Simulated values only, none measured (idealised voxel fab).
process module | voxel capacitor over wiring
cross-section cut | 150 nm wide | cells 5 nm
A cross-section is a grid of square cells, given in bands from the top down. A band is one or more rows of cells.
Each band's line starts with the height of the band's top and of its bottom, in nm. Then come its materials from left to right, each with its width in nm. One material with "throughout" fills the band from edge to edge. "air" is empty space.
Height 0 is the level under which the wafer as received is all one material. The lowest band goes on downwards, as in "0 down".
A width such as "30 to 40" changes by the same amount from each row of cells to the next, from the band's top row to its bottom row.
"no change" after a step means that no cell of the cross-section changed.
closed voids: empty space of 8 cells or more with no open way to the top, each as width x height at its distance from the left edge, in nm
after a step's settings: what the simulator itself notes on the step
overlay nm, on a step with a mask: how far to the right of its planned place the mask lay; to the left if negative
plan
1 op RECEIVE | material Si
2 op CONFORMAL_DEP | material SiO2 | thk nm 15
3 op CONFORMAL_DEP | material SiCN | thk nm 5
4 op DIRECTIONAL_DEP | material lowk | thk nm 20
5 op DIRECTIONAL_DEP | material aC | thk nm 15
6 op PATTERN | tone open | mask id METAL_1 | material resist | width nm 20 | pitch nm 90 | thk nm 35 | overlay nm 0
7 op DIRECTIONAL_ETCH | etch materials aC | depth nm 15
8 op STRIP | etch materials resist
9 op DIRECTIONAL_ETCH | etch materials lowk | depth nm 20
10 op DIRECTIONAL_ETCH | etch materials SiCN | depth nm 5
11 op STRIP | etch materials aC
12 op CONFORMAL_DEP | material TiN | thk nm 5
13 op FILL_DEP | material Cu | thk nm 10
14 op CMP | height nm 40
15 op CONFORMAL_DEP | material SiCN | thk nm 5
16 op DIRECTIONAL_DEP | material SiO2 | thk nm 10
17 op DIRECTIONAL_DEP | material aC | thk nm 10
18 op PATTERN | tone open | mask id PLUG_1 | material resist | width nm 15 | thk nm 25 | overlay nm 0
19 op DIRECTIONAL_ETCH | etch materials aC | depth nm 10
20 op STRIP | etch materials resist
21 op DIRECTIONAL_ETCH | etch materials SiO2 | depth nm 10
22 op DIRECTIONAL_ETCH | etch materials SiCN | depth nm 5
23 op STRIP | etch materials aC
24 op EPI | material Ru | thk nm 10
25 op EPI | material Ru | thk nm 5
26 op DIRECTIONAL_DEP | material TiN | thk nm 10
27 op DIRECTIONAL_DEP | material SiN | thk nm 5
28 op DIRECTIONAL_DEP | material TiN | thk nm 10
29 op MASKED_ETCH | tone cover | mask id UPPER_PLATE | width nm 75 | etch materials TiN | depth nm 10 | overlay nm 0
30 op MASKED_ETCH | tone cover | mask id UPPER_PLATE | width nm 75 | etch materials SiN | depth nm 5 | overlay nm 0
31 op MASKED_ETCH | tone cover | mask id LOWER_PLATE | width nm 85 | etch materials TiN | depth nm 10 | overlay nm -5
32 op FILL_DEP | material SiO2 | thk nm 15
33 op CMP | height nm 90
34 op MASKED_ETCH | tone open | mask id PLUG_2 | width nm 15 | etch materials SiO2 | depth nm 10 | overlay nm 0
35 op CONFORMAL_DEP | material TiN | thk nm 5
36 op FILL_DEP | material Cu | thk nm 10
37 op CMP | height nm 90
38 op CONFORMAL_DEP | material SiCN | thk nm 5
varied across the wafers: overlay nm of step 31. The plan shows the first wafer's value. All wafers start alike
first wafer as received, after step 1
  0 down: Si throughout
  closed voids: none
each wafer at the end: cells of each material gained (+) or lost (-) since it was received, then its closed voids
overlay nm -5 | +17 Cu | +9 Ru | +79 SiCN | +15 SiN | +269 SiO2 | +93 TiN | +88 lowk | closed voids: none
overlay nm 0 | +17 Cu | +9 Ru | +79 SiCN | +15 SiN | +269 SiO2 | +93 TiN | +88 lowk | closed voids: none
overlay nm 5 | +17 Cu | +9 Ru | +79 SiCN | +15 SiN | +269 SiO2 | +93 TiN | +88 lowk | closed voids: none
overlay nm 10 | +17 Cu | +9 Ru | +79 SiCN | +15 SiN | +269 SiO2 | +93 TiN | +88 lowk | closed voids: none
overlay nm 15 | +17 Cu | +9 Ru | +79 SiCN | +15 SiN | +269 SiO2 | +93 TiN | +88 lowk | closed voids: none
